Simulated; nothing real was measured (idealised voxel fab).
voxel ribs on slabs: a process module
This is section cut - it's 190 nm across, gridded in 5 nm square cells.
The cross-sections in this document take the form of a grid made of square cells. They are written out as bands, in order from top to bottom. Each band consists of one or more rows of cells. In this notation a band is specified by the heights of its top and bottom, in that order and in nm, after which its materials appear from left to right, each paired with its width in nm. The word "edge to edge" attached to a single material means that material fills the band from edge to edge; the word "air" stands for empty space. Height reference: 0 = level under which incoming wafer is all one material. Lowest band: no bottom, runs on downward, e.g. "0 nm and below". With a width like "30..40", each row of cells in the band differs from the next by the same amount, the top row carrying the first number and the bottom row the second. Take "no alteration" at face value: in the step it is given for, the cross-section changed in none of its cells. Voids not open to the top, 8 cells minimum: see "Fully enclosed voids". Written width x height at distance; distance is from the left edge; nm. Anything after a step's settings on that line? It's the simulator's own note about the step. When a step includes a mask, the "overlay nm" setting on its line states how far to the right of its planned place that mask lay, and negative values state how far to the left.
### Here's what the planned process steps look like
1. RECEIVE: material Si
2. DIRECTIONAL_DEP: material SiO2, thk nm 25
3. DIRECTIONAL_DEP: material SiN, thk nm 15
4. PATTERN: tone cover, mask id RIB, material resist, width nm 25, thk nm 20, overlay nm -15
5. DIRECTIONAL_ETCH: etch materials SiN, depth nm 10
6. STRIP: etch materials resist
7. MASKED_ETCH: tone cover, mask id SLAB, width nm 75, etch materials SiN, depth nm 5, overlay nm 0
8. FILL_DEP: material SiO2, thk nm 15
9. CMP: height nm 50
10. DIRECTIONAL_DEP: material W, thk nm 5
11. PATTERN: tone cover, mask id HEATER, material resist, width nm 35, thk nm 20, overlay nm 0
12. DIRECTIONAL_ETCH: etch materials W, depth nm 5
13. STRIP: etch materials resist
14. CONFORMAL_DEP: material SiN, thk nm 10
Wafer-to-wafer difference: overlay nm, step 4. Common start. Plan = first wafer's value.
### Sectional view: first of several wafers, as received, after step 1
* 0 nm and below = Si edge to edge
* Fully enclosed voids: none
### Below, a row for every wafer. Read it as the end-of-module picture: for each material the wafer shows its cells gained (+) or lost (-) since it was received, and then its closed voids
overlay nm -15 | +105 SiN | +355 SiO2 | +7 W | Fully enclosed voids: none
overlay nm -10 | +105 SiN | +355 SiO2 | +7 W | Fully enclosed voids: none
overlay nm -5 | +105 SiN | +355 SiO2 | +7 W | Fully enclosed voids: none
overlay nm 0 | +105 SiN | +355 SiO2 | +7 W | Fully enclosed voids: none
overlay nm 5 | +105 SiN | +355 SiO2 | +7 W | Fully enclosed voids: none
overlay nm 10 | +105 SiN | +355 SiO2 | +7 W | Fully enclosed voids: none
overlay nm 15 | +105 SiN | +355 SiO2 | +7 W | Fully enclosed voids: none
